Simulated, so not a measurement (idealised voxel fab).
process module | voxel spacer lines
cross-section cut | 230 nm wide | cells 5 nm
A cross-section is a grid of square cells, given in bands from the top down. A band is one or more rows of cells.
Each band's line starts with the height of the band's top and of its bottom, in nm. Then come its materials from left to right, each with its width in nm. One material with "throughout" fills the band from edge to edge. "air" is empty space.
Height 0 is the level under which the wafer as received is all one material. The lowest band goes on downwards, as in "0 down".
A width such as "30 to 40" changes by the same amount from each row of cells to the next, from the band's top row to its bottom row.
"no change" after a step means that no cell of the cross-section changed.
closed voids: empty space of 8 cells or more with no open way to the top, each as width x height at its distance from the left edge, in nm
after a step's settings: what the simulator itself notes on the step
overlay nm, on a step with a mask: how far to the right of its planned place the mask lay; to the left if negative
plan
1 op RECEIVE | material Si
2 op CONFORMAL_DEP | material Al2O3 | thk nm 5
3 op DIRECTIONAL_DEP | material SiN | thk nm 10
4 op DIRECTIONAL_DEP | material polySi | thk nm 25
5 op PATTERN | tone cover | mask id MANDREL | material resist | width nm 15 | pitch nm 60 | thk nm 35 | overlay nm 0
6 op DIRECTIONAL_ETCH | etch materials polySi | depth nm 25
7 op STRIP | etch materials resist
8 op CONFORMAL_DEP | material SiO2 | thk nm 15
9 op DIRECTIONAL_ETCH | etch materials SiO2 | depth nm 15
10 op STRIP | etch materials polySi
11 op DIRECTIONAL_ETCH | etch materials SiN | depth nm 10
12 op STRIP | etch materials SiO2
as received, after step 1
  0 down: Si throughout
  closed voids: none
a wafer at the end: this start, this plan, one mistake
  25 to 15: air 30 | SiN 15 | air 15 | SiN 15 | air 15 | SiN 15 | air 15 | SiN 15 | air 15 | SiN 15 | air 15 | SiN 15 | air 35
  15 to 0: Al2O3 throughout
  0 down: Si throughout
  closed voids: none
what went wrong: step 2 ran as: op CONFORMAL_DEP | material Al2O3 | thk nm 15
